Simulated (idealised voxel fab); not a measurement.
Process module under the name voxel transistor to metal
The cross-section on display is named cut; it measures 190 nm wide, and its cells are 5 nm squares.
A cross-section is a grid of square cells, given in bands from the top down. A band is one or more rows of cells. It is stipulated that each band's entry specify, in nanometres, the height of the top of the band and then that of its bottom, followed by the materials of the band in left-to-right sequence, each together with its width in nanometres. A single material marked by the word "all across" is understood to fill the band from edge to edge; the word "air" is understood to denote empty space. The level at which height equals 0 is the one under which the wafer, as it arrives, is entirely one material. No lower edge exists for the bottom band, which continues downward and is notated as in "0 nm and below". When a width is written as two numbers, as in "30..40", the first number is the width in the top row of cells of the band and the second is the width in its bottom row, and the width changes by the same amount from each row to the next. What does "changes: none" mean for a step? It means no cell of the cross-section changed in that step. If an empty space has no open way to the top and is at least 8 cells in size, "Voids, fully enclosed" lists it, written width x height at distance, where distance is measured from the left edge and every value is in nm. If you see something after the settings on a step's line, that's the simulator's own remark about that step. "overlay nm", when on a step's line for a step with a mask, measures how far to the right of its planned place the mask lay; a negative measure means to the left.
### This section lists the process steps that were planned
- 1: op RECEIVE | material Si
- 2: op OXIDIZE | depth nm 5
- 3: op CONFORMAL_DEP | material SiN | thk nm 15
- 4: op PATTERN | tone cover | mask id ACTIVE | material resist | width nm 115 | thk nm 20 | overlay nm 0
- 5: op DIRECTIONAL_ETCH | etch materials SiN | depth nm 15
- 6: op DIRECTIONAL_ETCH | etch materials SiO2 | depth nm 5
- 7: op DIRECTIONAL_ETCH | etch materials Si | depth nm 30
- 8: op STRIP | etch materials resist
- 9: op FILL_DEP | material SiO2 | thk nm 10
- 10: op CMP | height nm 15
- 11: op SELECTIVE_ETCH | etch materials SiO2 | depth nm 15
- 12: op STRIP | etch materials SiN
- 13: op SELECTIVE_ETCH | etch materials SiO2 | depth nm 5
- 14: op OXIDIZE | depth nm 5
- 15: op DIRECTIONAL_DEP | material polySi | thk nm 25
- 16: op DIRECTIONAL_DEP | material SiCN | thk nm 10
- 17: op MASKED_ETCH | tone cover | mask id GATE | width nm 25 | etch materials SiCN | depth nm 20 | overlay nm 0
- 18: op MASKED_ETCH | tone cover | mask id GATE | width nm 25 | etch materials polySi | depth nm 35 | overlay nm 0
- 19: op CONFORMAL_DEP | material SiO2 | thk nm 5
- 20: op DIRECTIONAL_ETCH | etch materials SiO2 | depth nm 5
- 21: op CONFORMAL_DEP | material SiN | thk nm 10
- 22: op DIRECTIONAL_ETCH | etch materials SiN | depth nm 10
- 23: op DIRECTIONAL_ETCH | etch materials SiO2 | depth nm 5
- 24: op EPI | material pSi | thk nm 5
- 25: op FILL_DEP | material SiO2 | thk nm 10
- 26: op CMP | height nm 20
- 27: op STRIP | etch materials polySi
- 28: op SELECTIVE_ETCH | etch materials SiO2 | depth nm 5
- 29: op CONFORMAL_DEP | material HfO2 | thk nm 5
- 30: op CONFORMAL_DEP | material TiN | thk nm 5
- 31: op FILL_DEP | material W | thk nm 10
- 32: op CMP | height nm 15
- 33: op DIRECTIONAL_DEP | material SiO2 | thk nm 15
- 34: op PATTERN | tone open | mask id CONTACT | material resist | width nm 15 | pitch nm 80 | thk nm 15 | overlay nm 0
- 35: op DIRECTIONAL_ETCH | etch materials SiO2 | depth nm 35
- 36: op STRIP | etch materials resist
- 37: op CONFORMAL_DEP | material TiN | thk nm 5
- 38: op FILL_DEP | material Ru | thk nm 10
- 39: op CMP | height nm 30
- 40: op DIRECTIONAL_DEP | material TiN | thk nm 5
- 41: op DIRECTIONAL_DEP | material W | thk nm 15
- 42: op MASKED_ETCH | tone cover | mask id METAL_1 | width nm 15 | pitch nm 80 | etch materials W | depth nm 15 | overlay nm 0
- 43: op MASKED_ETCH | tone cover | mask id METAL_1 | width nm 15 | pitch nm 80 | etch materials TiN | depth nm 5 | overlay nm 0
- 44: op CONFORMAL_DEP | material SiCN | thk nm 5
- 45: op FILL_DEP | material lowk | thk nm 5
- 46: op CMP | height nm 50
- 47: op CONFORMAL_DEP | material SiCN | thk nm 5
- 48: op DIRECTIONAL_DEP | material SiO2 | thk nm 30
- 49: op DIRECTIONAL_DEP | material aC | thk nm 15
- 50: op PATTERN | tone open | mask id METAL_2 | material resist | width nm 15 | pitch nm 80 | thk nm 30 | overlay nm 0
- 51: op DIRECTIONAL_ETCH | etch materials aC | depth nm 15
- 52: op STRIP | etch materials resist
- 53: op DIRECTIONAL_ETCH | etch materials SiO2 | depth nm 15
- 54: op STRIP | etch materials aC
- 55: op PATTERN | tone open | mask id METAL_2_HOLES | material resist | width nm 15 | pitch nm 80 | thk nm 15 | overlay nm 0
- 56: op DIRECTIONAL_ETCH | etch materials SiO2 | depth nm 15
- 57: op DIRECTIONAL_ETCH | etch materials SiCN | depth nm 5
- 58: op STRIP | etch materials resist
- 59: op CONFORMAL_DEP | material TiN | thk nm 5
- 60: op FILL_DEP | material Cu | thk nm 5
- 61: op CMP | height nm 85
- 62: op CONFORMAL_DEP | material SiN | thk nm 5
### As-received state of the wafer in cross-section, equivalent to post-step 1
  0 nm and below  Si all across
  Voids, fully enclosed: none
### Wafer cross-section at module end: first of two, run to plan
  90 nm to 85 nm  SiN all across
  85 nm to 55 nm  SiO2=45  TiN=5  Cu=5  TiN=5  SiO2=65  TiN=5  Cu=5  TiN=5  SiO2=50
  55 nm to 50 nm  SiCN=45  TiN=15  SiCN=65  TiN=15  SiCN=50
  50 nm to 35 nm  lowk=40  SiCN=5  W=15  SiCN=5  lowk=55  SiCN=5  W=15  SiCN=5  lowk=45
  35 nm to 30 nm  SiCN=45  TiN=15  SiCN=65  TiN=15  SiCN=50
  30 nm to 15 nm  SiO2=45  TiN=5  Ru=5  TiN=5  SiO2=65  TiN=5  Ru=5  TiN=5  SiO2=50
  15 nm to 0 nm  SiO2=45  TiN=5  Ru=5  TiN=5  SiO2=5  SiN=10  HfO2=5  TiN=5  W=15  TiN=5  HfO2=5  SiN=10  SiO2=5  TiN=5  Ru=5  TiN=5  SiO2=50
  0 nm to -5 nm  SiO2=45  TiN=15  SiO2=5  SiN=10  HfO2=5  TiN=25  HfO2=5  SiN=10  SiO2=5  TiN=15  SiO2=50
  -5 nm to -10 nm  SiO2=30  pSi=35  SiO2=10  HfO2=35  SiO2=10  pSi=35  SiO2=35
  -10 nm to -35 nm  SiO2=35  Si=115  SiO2=40
  -35 nm and below  Si all across
  Voids, fully enclosed: none
### Module end: cross-section of wafer two of two. Same start and process plan as the first wafer. One mistake during execution
  90 nm to 85 nm  SiN all across
  85 nm to 55 nm  SiO2=45  TiN=5  Cu=5  TiN=5  SiO2=65  TiN=5  Cu=5  TiN=5  SiO2=50
  55 nm to 50 nm  SiCN=45  TiN=15  SiCN=65  TiN=15  SiCN=50
  50 nm to 35 nm  lowk=40  SiCN=5  W=15  SiCN=5  lowk=55  SiCN=5  W=15  SiCN=5  lowk=45
  35 nm to 30 nm  SiCN=45  TiN=15  SiCN=65  TiN=15  SiCN=50
  30 nm to 25 nm  W=55  TiN=30  W=15  TiN=30  W=60
  25 nm to 20 nm  TiN=60  HfO2=20  TiN=5  W=15  TiN=5  HfO2=20  TiN=65
  20 nm to 15 nm  HfO2=65  SiN=10  HfO2=5  TiN=5  W=15  TiN=5  HfO2=5  SiN=10  HfO2=70
  15 nm to 0 nm  SiO2=65  SiN=10  HfO2=5  TiN=5  W=15  TiN=5  HfO2=5  SiN=10  SiO2=70
  0 nm to -5 nm  SiO2=65  SiN=10  HfO2=5  TiN=25  HfO2=5  SiN=10  SiO2=70
  -5 nm to -10 nm  SiO2=30  pSi=35  SiO2=10  HfO2=35  SiO2=10  pSi=35  SiO2=35
  -10 nm to -35 nm  SiO2=35  Si=115  SiO2=40
  -35 nm and below  Si all across
  Voids, fully enclosed: none
It is concluded that the wafer was processed incorrectly with respect to the plan, in that step 32 was dropped from the plan's execution and never run
End of process, cell counts, second wafer against first, materials with more or fewer: 37 more of HfO2; 12 fewer of Ru; 4 more of SiN; 72 fewer of SiO2; 11 more of TiN; 32 more of W
